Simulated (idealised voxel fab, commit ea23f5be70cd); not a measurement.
Presented below is a process module, voxel transistor to metal.
FYI the section here is cut, 185 nm wide, cells are 5 nm squares.
Each cross-section below is a grid of square cells, stated as bands in top-down order, with one or more rows of cells making up each band. Read a band's entry like this: the first values are the height of its top and the height of its bottom in nm, and what follows is the sequence of materials from left to right, each with its width in nm. Note that "air" is empty space, and that a single material marked "edge to edge" reaches across the band from edge to edge. Note: height 0 marks the level under which the wafer is uniformly one material as received. Lowest band unbounded below, written "0 and below". Think of "30 to 40" as a width that walks from the first number to the second as you go down the band, top row to bottom row, taking equal-sized steps from row to row. "changes: none", as given for a step, is the statement that not any cell of the cross-section underwent a change during that step. Empty spaces without an open route to the top, at least 8 cells in extent, make up the entry "Closed cavity list"; each is given as width x height at distance, where the distance is measured from the left edge, and all are in nm. Step line, after settings: the simulator's comment on this step. overlay nm: mask right of planned place by this much (step with mask). Neg. = left.

# Steps planned for the process
1) op RECEIVE | material Si
2) op OXIDIZE | depth nm 5
3) op CONFORMAL_DEP | material SiN | thk nm 10
4) op MASKED_ETCH | tone cover | mask id ACTIVE | width nm 105 | etch materials SiN | depth nm 10 | overlay nm 0
5) op MASKED_ETCH | tone cover | mask id ACTIVE | width nm 115 | etch materials SiO2 | depth nm 5 | overlay nm 0
6) op MASKED_ETCH | tone cover | mask id ACTIVE | width nm 115 | etch materials Si | depth nm 35 | overlay nm 0
7) op OXIDIZE | depth nm 5
8) op FILL_DEP | material SiO2 | thk nm 10
9) op CMP | height nm 10
10) op SELECTIVE_ETCH | etch materials SiO2 | depth nm 10
11) op STRIP | etch materials SiN
12) op SELECTIVE_ETCH | etch materials SiO2 | depth nm 5
13) op OXIDIZE | depth nm 5
14) op DIRECTIONAL_DEP | material polySi | thk nm 25
15) op DIRECTIONAL_DEP | material SiCN | thk nm 15
16) op PATTERN | tone cover | mask id GATE | material resist | width nm 35 | thk nm 20 | overlay nm 0
17) op DIRECTIONAL_ETCH | etch materials SiCN | depth nm 25
18) op DIRECTIONAL_ETCH | etch materials polySi | depth nm 35
19) op STRIP | etch materials resist
20) op CONFORMAL_DEP | material SiN | thk nm 10
21) op DIRECTIONAL_ETCH | etch materials SiN | depth nm 10
22) op DIRECTIONAL_ETCH | etch materials SiO2 | depth nm 5
23) op DIRECTIONAL_ETCH | etch materials Si | depth nm 15
24) op EPI | material pSi | thk nm 15
25) op FILL_DEP | material SiO2 | thk nm 10
26) op CMP | height nm 20
27) op STRIP | etch materials polySi
28) op SELECTIVE_ETCH | etch materials SiO2 | depth nm 5
29) op CONFORMAL_DEP | material HfO2 | thk nm 5
30) op CONFORMAL_DEP | material TiN | thk nm 5
31) op FILL_DEP | material W | thk nm 10
32) op CMP | height nm 15
33) op DIRECTIONAL_DEP | material SiO2 | thk nm 10
34) op PATTERN | tone open | mask id CONTACT | material resist | width nm 15 | pitch nm 80 | thk nm 20 | overlay nm 0
35) op DIRECTIONAL_ETCH | etch materials SiO2 | depth nm 35
36) op STRIP | etch materials resist
37) op CONFORMAL_DEP | material TiN | thk nm 5
38) op FILL_DEP | material W | thk nm 5
39) op CMP | height nm 25
40) op CONFORMAL_DEP | material SiN | thk nm 5
41) op DIRECTIONAL_DEP | material SiO2 | thk nm 15
42) op MASKED_ETCH | tone open | mask id METAL_1 | width nm 15 | pitch nm 80 | etch materials SiO2 | depth nm 15 | overlay nm 0
43) op MASKED_ETCH | tone open | mask id METAL_1 | width nm 15 | pitch nm 80 | etch materials SiN | depth nm 5 | overlay nm 0
44) op CONFORMAL_DEP | material TiN | thk nm 5
45) op FILL_DEP | material Cu | thk nm 10
46) op CMP | height nm 45
47) op CONFORMAL_DEP | material SiCN | thk nm 5
48) op DIRECTIONAL_DEP | material SiO2 | thk nm 30
49) op MASKED_ETCH | tone open | mask id METAL_2 | width nm 15 | pitch nm 80 | etch materials SiO2 | depth nm 20 | overlay nm 0
50) op PATTERN | tone open | mask id METAL_2_HOLES | material resist | width nm 15 | pitch nm 80 | thk nm 20 | overlay nm 0
51) op DIRECTIONAL_ETCH | etch materials SiO2 | depth nm 10
52) op DIRECTIONAL_ETCH | etch materials SiCN | depth nm 5
53) op STRIP | etch materials resist
54) op CONFORMAL_DEP | material TiN | thk nm 5
55) op FILL_DEP | material Cu | thk nm 10
56) op CMP | height nm 80
57) op CONFORMAL_DEP | material SiN | thk nm 5
Every wafer here starts from the same state; it is the step 4 width nm that distinguishes them, and the value the plan gives belongs to the first wafer.

# As-received cross-section, first of several wafers, post step 1
	0 and below: Si edge to edge
	Closed cavity list: none

# Here is the cross-section of the first of several wafers at the end of the module, after its last step, step 57
	85 down to 80: SiN edge to edge
	80 down to 50: SiO2 (45), then TiN (5), then Cu (5), then TiN (5), then SiO2 (65), then TiN (5), then Cu (5), then TiN (5), then SiO2 (45)
	50 down to 45: SiCN (45), then TiN (15), then SiCN (65), then TiN (15), then SiCN (45)
	45 down to 30: SiO2 (45), then TiN (5), then Cu (5), then TiN (5), then SiO2 (65), then TiN (5), then Cu (5), then TiN (5), then SiO2 (45)
	30 down to 25: SiN (45), then TiN (15), then SiN (65), then TiN (15), then SiN (45)
	25 down to 15: SiO2 (45), then TiN (5), then W (5), then TiN (5), then SiO2 (65), then TiN (5), then W (5), then TiN (5), then SiO2 (45)
	15 down to 10: SiO2 (45), then TiN (5), then W (5), then TiN (5), then SiO2 (5), then SiN (10), then HfO2 (5), then TiN (5), then W (15), then TiN (5), then HfO2 (5), then SiN (10), then SiO2 (5), then TiN (5), then W (5), then TiN (5), then SiO2 (45)
	10 down to 5: SiO2 (45), then TiN (15), then SiO2 (5), then SiN (10), then HfO2 (5), then TiN (5), then W (15), then TiN (5), then HfO2 (5), then SiN (10), then SiO2 (5), then TiN (15), then SiO2 (45)
	5 down to 0: SiO2 (45), then TiN (5), then pSi (15), then SiN (10), then HfO2 (5), then TiN (5), then W (15), then TiN (5), then HfO2 (5), then SiN (10), then pSi (15), then TiN (5), then SiO2 (45)
	0 down to -5: SiO2 (45), then TiN (5), then pSi (15), then SiN (10), then HfO2 (5), then TiN (25), then HfO2 (5), then SiN (10), then pSi (15), then TiN (5), then SiO2 (45)
	-5 down to -10: SiO2 (45), then TiN (5), then pSi (15), then SiO2 (5), then HfO2 (45), then SiO2 (5), then pSi (15), then TiN (5), then SiO2 (45)
	-10 down to -25: SiO2 (40), then pSi (25), then Si (55), then pSi (25), then SiO2 (40)
	-25 down to -45: SiO2 (40), then Si (105), then SiO2 (40)
	-45 and below: Si edge to edge
	Closed cavity list: none

# A cross-section through the last wafer at the close of the module
	85 down to 80: SiN edge to edge
	80 down to 50: SiO2 (45), then TiN (5), then Cu (5), then TiN (5), then SiO2 (65), then TiN (5), then Cu (5), then TiN (5), then SiO2 (45)
	50 down to 45: SiCN (45), then TiN (15), then SiCN (65), then TiN (15), then SiCN (45)
	45 down to 30: SiO2 (45), then TiN (5), then Cu (5), then TiN (5), then SiO2 (65), then TiN (5), then Cu (5), then TiN (5), then SiO2 (45)
	30 down to 25: SiN (45), then TiN (15), then SiN (65), then TiN (15), then SiN (45)
	25 down to 15: SiO2 (45), then TiN (5), then W (5), then TiN (5), then SiO2 (65), then TiN (5), then W (5), then TiN (5), then SiO2 (45)
	15 down to 10: SiO2 (45), then TiN (5), then W (5), then TiN (5), then SiO2 (5), then SiN (10), then HfO2 (5), then TiN (5), then W (15), then TiN (5), then HfO2 (5), then SiN (10), then SiO2 (5), then TiN (5), then W (5), then TiN (5), then SiO2 (45)
	10 down to 5: SiO2 (45), then TiN (15), then SiO2 (5), then SiN (10), then HfO2 (5), then TiN (5), then W (15), then TiN (5), then HfO2 (5), then SiN (10), then SiO2 (5), then TiN (15), then SiO2 (45)
	5 down to 0: SiO2 (45), then TiN (5), then pSi (15), then SiN (10), then HfO2 (5), then TiN (5), then W (15), then TiN (5), then HfO2 (5), then SiN (10), then pSi (15), then TiN (5), then SiO2 (45)
	0 down to -5: SiO2 (45), then TiN (5), then pSi (15), then SiN (10), then HfO2 (5), then TiN (25), then HfO2 (5), then SiN (10), then pSi (15), then TiN (5), then SiO2 (45)
	-5 down to -10: SiO2 (45), then TiN (5), then pSi (15), then SiO2 (5), then HfO2 (45), then SiO2 (5), then pSi (15), then TiN (5), then SiO2 (45)
	-10 down to -25: SiO2 (35), then pSi (30), then Si (55), then pSi (35), then SiO2 (30)
	-25 down to -45: SiO2 (35), then Si (120), then SiO2 (30)
	-45 and below: Si edge to edge
	Closed cavity list: none

# each wafer at the end: cells of each material gained (+) or lost (-) since it was received, then its closed voids
width nm 105 | +18 Cu | +17 HfO2 | -216 Si | +31 SiCN | +84 SiN | +549 SiO2 | +83 TiN | +15 W | +48 pSi | Closed cavity list: none
width nm 110 | +18 Cu | +17 HfO2 | -216 Si | +31 SiCN | +84 SiN | +549 SiO2 | +83 TiN | +15 W | +48 pSi | Closed cavity list: none
width nm 115 | +18 Cu | +17 HfO2 | -216 Si | +31 SiCN | +84 SiN | +549 SiO2 | +83 TiN | +15 W | +48 pSi | Closed cavity list: none
width nm 120 | +18 Cu | +17 HfO2 | -212 Si | +31 SiCN | +84 SiN | +542 SiO2 | +83 TiN | +15 W | +51 pSi | Closed cavity list: none
width nm 125 | +18 Cu | +17 HfO2 | -208 Si | +31 SiCN | +84 SiN | +535 SiO2 | +83 TiN | +15 W | +54 pSi | Closed cavity list: none
width nm 130 | +18 Cu | +17 HfO2 | -204 Si | +31 SiCN | +84 SiN | +528 SiO2 | +83 TiN | +15 W | +57 pSi | Closed cavity list: none
